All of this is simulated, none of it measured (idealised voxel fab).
Documented hereafter: the process module known as voxel self aligned vias.
Each square cell in cross-section cut measures 5 nm, and the section as a whole is 190 nm wide.
Cross-section, as written here: a square-cell grid given band by band from the top down, where a band holds one or more rows of cells. A band entry consists of two parts. The first gives the height of the band's top and the height of its bottom, in nm. The rest lists the band's materials from left to right, each with its width in nm. A single material labelled with the word "all across" fills the band from edge to edge, and the word "empty" marks empty space. We count height from 0. Below that, the starting wafer is all one material. The lowest band never ends at the bottom but goes on down; see "0..down" for how that is written. The notation "30..40" denotes a width that varies across the rows of cells in the band, beginning at the first number in the top row, finishing at the second number in the bottom row, and changing by an identical amount from each row to the next. Given "nothing altered" for a step, no cell of the cross-section differs between before and after that step. Empty spaces without an open route to the top, at least 8 cells in extent, make up the entry "Completely sealed voids"; each is given as width x height at distance, where the distance is measured from the left edge, and all are in nm. Formally, on a step line, whatever follows the settings is a remark that the simulator itself makes on the step. overlay nm: mask offset rightward from planned place, masked step; negative means leftward offset.

[List of planned process steps]
- 1: RECEIVE (material Si)
- 2: CONFORMAL_DEP (material SiO2; thk nm 10)
- 3: CONFORMAL_DEP (material SiCN; thk nm 5)
- 4: DIRECTIONAL_DEP (material SiO2; thk nm 25)
- 5: PATTERN (tone open; mask id LINES; material resist; width nm 30; pitch nm 80; thk nm 20; overlay nm 0)
- 6: DIRECTIONAL_ETCH (etch materials SiO2; depth nm 25)
- 7: STRIP (etch materials resist)
- 8: CONFORMAL_DEP (material TiN; thk nm 5)
- 9: FILL_DEP (material Ru; thk nm 10)
- 10: CMP (height nm 40)
- 11: SELECTIVE_ETCH (etch materials W Ru TiN; depth nm 10)
- 12: FILL_DEP (material SiN; thk nm 10)
- 13: CMP (height nm 40)
- 14: DIRECTIONAL_DEP (material SiO2; thk nm 15)
- 15: MASKED_ETCH (tone open; mask id VIAS; width nm 50; pitch nm 80; etch materials SiO2; depth nm 15; overlay nm 0)
- 16: MASKED_ETCH (tone open; mask id VIAS; width nm 50; pitch nm 80; etch materials SiN; depth nm 10; overlay nm -15)
- 17: CONFORMAL_DEP (material TiN; thk nm 5)
- 18: FILL_DEP (material Cu; thk nm 10)
- 19: CMP (height nm 55)
- 20: CONFORMAL_DEP (material SiCN; thk nm 5)
Don't read the plan's overlay nm for step 16 as applying to every wafer: that's the first wafer's value, and the wafers differ in it, though they all start identical.

[As-received cross-section, first of several wafers, post step 1]
- 0..down | Si all across
- Completely sealed voids: none

[The figure below presents a cross-section of the first of several wafers at the conclusion of the module, following its last step, step 20]
- 60..55 | SiCN all across
- 55..45 | 30 nm SiO2 / 5 nm TiN / 40 nm Cu / 5 nm TiN / 30 nm SiO2 / 5 nm TiN / 40 nm Cu / 5 nm TiN / 30 nm SiO2
- 45..40 | 30 nm SiO2 / 15 nm TiN / 15 nm Cu / 20 nm TiN / 30 nm SiO2 / 15 nm TiN / 15 nm Cu / 20 nm TiN / 30 nm SiO2
- 40..35 | 40 nm SiO2 / 5 nm TiN / 15 nm Cu / 5 nm TiN / 5 nm SiN / 50 nm SiO2 / 5 nm TiN / 15 nm Cu / 5 nm TiN / 5 nm SiN / 40 nm SiO2
- 35..30 | 40 nm SiO2 / 25 nm TiN / 5 nm SiN / 50 nm SiO2 / 25 nm TiN / 5 nm SiN / 40 nm SiO2
- 30..20 | 40 nm SiO2 / 5 nm TiN / 20 nm Ru / 5 nm TiN / 50 nm SiO2 / 5 nm TiN / 20 nm Ru / 5 nm TiN / 40 nm SiO2
- 20..15 | 40 nm SiO2 / 30 nm TiN / 50 nm SiO2 / 30 nm TiN / 40 nm SiO2
- 15..10 | SiCN all across
- 10..0 | SiO2 all across
- 0..down | Si all across
- Completely sealed voids: none

[Cross-section of the last wafer at end of module]
- 60..55 | SiCN all across
- 55..45 | 30 nm SiO2 / 5 nm TiN / 40 nm Cu / 5 nm TiN / 30 nm SiO2 / 5 nm TiN / 40 nm Cu / 5 nm TiN / 30 nm SiO2
- 45..40 | 30 nm SiO2 / 20 nm TiN / 15 nm Cu / 15 nm TiN / 30 nm SiO2 / 20 nm TiN / 15 nm Cu / 15 nm TiN / 30 nm SiO2
- 40..35 | 40 nm SiO2 / 5 nm SiN / 5 nm TiN / 15 nm Cu / 5 nm TiN / 50 nm SiO2 / 5 nm SiN / 5 nm TiN / 15 nm Cu / 5 nm TiN / 40 nm SiO2
- 35..30 | 40 nm SiO2 / 5 nm SiN / 25 nm TiN / 50 nm SiO2 / 5 nm SiN / 25 nm TiN / 40 nm SiO2
- 30..20 | 40 nm SiO2 / 5 nm TiN / 20 nm Ru / 5 nm TiN / 50 nm SiO2 / 5 nm TiN / 20 nm Ru / 5 nm TiN / 40 nm SiO2
- 20..15 | 40 nm SiO2 / 30 nm TiN / 50 nm SiO2 / 30 nm TiN / 40 nm SiO2
- 15..10 | SiCN all across
- 10..0 | SiO2 all across
- 0..down | Si all across
- Completely sealed voids: none

[The table below has one row for each wafer; a row shows, as of the end of the module, how many cells of each material the wafer has gained, marked (+), or lost, marked (-), since it was received, and then the wafer's closed voids]
overlay nm -15; +44 Cu; +16 Ru; +76 SiCN; +4 SiN; +260 SiO2; +56 TiN; Completely sealed voids: none
overlay nm -10; +48 Cu; +16 Ru; +76 SiCN; +260 SiO2; +56 TiN; Completely sealed voids: none
overlay nm -5; +48 Cu; +16 Ru; +76 SiCN; +260 SiO2; +56 TiN; Completely sealed voids: none
overlay nm 0; +48 Cu; +16 Ru; +76 SiCN; +260 SiO2; +56 TiN; Completely sealed voids: none
overlay nm 5; +48 Cu; +16 Ru; +76 SiCN; +260 SiO2; +56 TiN; Completely sealed voids: none
overlay nm 10; +48 Cu; +16 Ru; +76 SiCN; +260 SiO2; +56 TiN; Completely sealed voids: none
overlay nm 15; +44 Cu; +16 Ru; +76 SiCN; +4 SiN; +260 SiO2; +56 TiN; Completely sealed voids: none
